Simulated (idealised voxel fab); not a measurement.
Name of the process module below: voxel released beams
Xsec cut, 180 nm wide, square cell size 5 nm.
Notation: cross-section as square-cell grid; stated in bands, top first, going down; one or more cell rows per band.
Heights first: top, then bottom, in nm. Then materials, left to right, each with a width in nm. "all across" on a single material: fills the band edge to edge. "air": empty space.
A quick word on heights: they are counted from 0, and under that level the wafer as it came to us is one material throughout. The lowest band is different from the rest in having no bottom; it simply continues downward, written as in "top 0, no bottom".
Read "30..40" as a graded width: first number on top, second number at the bottom, same change between each pair of neighbouring rows.
Key: "identical to before" - step with no changed cell in the cross-section.
Closed empty spaces (no open way to the top) of 8 cells or more are what "Fully sealed cavities" lists, each as width x height at distance from the left edge, nm for all three.
Where a step's line continues beyond its settings, the continuation is a remark by the simulator itself on that step.
On any step carrying a mask, the "overlay nm" setting, if present on the step's line, tells how far right of its planned place the mask lay; negative values point to the left.
Below is the list of planned process steps:
1 RECEIVE,material Si
2 CONFORMAL_DEP,material SiN,thk nm 10
3 DIRECTIONAL_DEP,material SiO2,thk nm 15
4 PATTERN,tone open,mask id ANCHOR,material resist,width nm 35,thk nm 20,overlay nm 0
5 DIRECTIONAL_ETCH,etch materials SiO2,depth nm 15
6 STRIP,etch materials resist
7 CONFORMAL_DEP,material polySi,thk nm 10
8 PATTERN,tone cover,mask id BEAM,material resist,width nm 110,thk nm 15,overlay nm 0
9 DIRECTIONAL_ETCH,etch materials polySi,depth nm 10
10 STRIP,etch materials resist
11 STRIP,etch materials SiO2
Incoming wafer, cross-sectional view, post step 1:
> top 0, no bottom | Si all across
> Fully sealed cavities: none
Final cross-section, module run with one mistake (start and plan as above):
> top 35, bottom 25 | air=30, then polySi=20, then air=10, then polySi=80, then air=40
> top 25, bottom 20 | air=40, then polySi=10, then air=10, then polySi=10, then air=110
> top 20, bottom 10 | air=40, then polySi=30, then air=110
> top 10, bottom 0 | SiN all across
> top 0, no bottom | Si all across
> Fully sealed cavities: none
It is concluded that the wafer was processed incorrectly with respect to the plan, in that in deviation from the planned setting, step 4 was conducted as PATTERN,tone open,mask id ANCHOR,material resist,width nm 30,thk nm 20,overlay nm 0
